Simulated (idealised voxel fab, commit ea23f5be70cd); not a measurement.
Proc. module: voxel released beams
The cross-section shown here is cut; it is 275 nm wide and divided into square cells measuring 5 nm on a side.
A cross-section in this document is a grid of square cells, and it is written down as bands, the top band listed before the ones below it; a band is made up of one or more rows of cells. Heights first: top, then bottom, in nm. Then materials, left to right, each with a width in nm. "all across" on a single material: fills the band edge to edge. "air": empty space. For the purposes of this specification, 0 denotes the height below which the wafer in its as-received condition is composed wholly of one material, and the lowermost band, lacking a lower limit, extends downward without end, as expressed in "0 down". Width "30..40": first value at the band's top row of cells, second value at its bottom row, equal change from row to row. Any step labelled "no modifications" changed none of the cells in the cross-section. The entry "Closed internal cavities" lists the empty spaces that cover at least 8 cells and have no open path to the top. Each is written as width x height at distance, where the distance is measured from the left edge and all three values are in nm. That trailing text on a step's line, after the settings, is the simulator's own remark on the step. overlay nm: on a step with a mask, how far right of its planned place the mask lay; negative means left.
### List of planned process steps
1) RECEIVE: material Si
2) CONFORMAL_DEP: material SiN, thk nm 5
3) DIRECTIONAL_DEP: material SiO2, thk nm 20
4) MASKED_ETCH: tone open, mask id ANCHOR, width nm 35, etch materials SiO2, depth nm 20, overlay nm 0
5) CONFORMAL_DEP: material TiN, thk nm 10
6) MASKED_ETCH: tone cover, mask id BEAM, width nm 75, etch materials TiN, depth nm 10, overlay nm 0
7) STRIP: etch materials SiO2
The value of width nm given for step 6 in the plan refers to the first wafer; the wafers vary in this setting and are alike at the start.
### First wafer of several, as received: cross-section after step 1
  0 down | Si all across
  Closed internal cavities: none
### Below: a row per wafer. Contents at end of module: for every material, cells gained since receipt (+) or lost since receipt (-); then closed voids
width nm 75 | +55 SiN | +46 TiN | Closed internal cavities: none
width nm 80 | +55 SiN | +48 TiN | Closed internal cavities: none
width nm 85 | +55 SiN | +50 TiN | Closed internal cavities: none
width nm 90 | +55 SiN | +52 TiN | Closed internal cavities: none
width nm 95 | +55 SiN | +54 TiN | Closed internal cavities: none
width nm 100 | +55 SiN | +56 TiN | Closed internal cavities: none
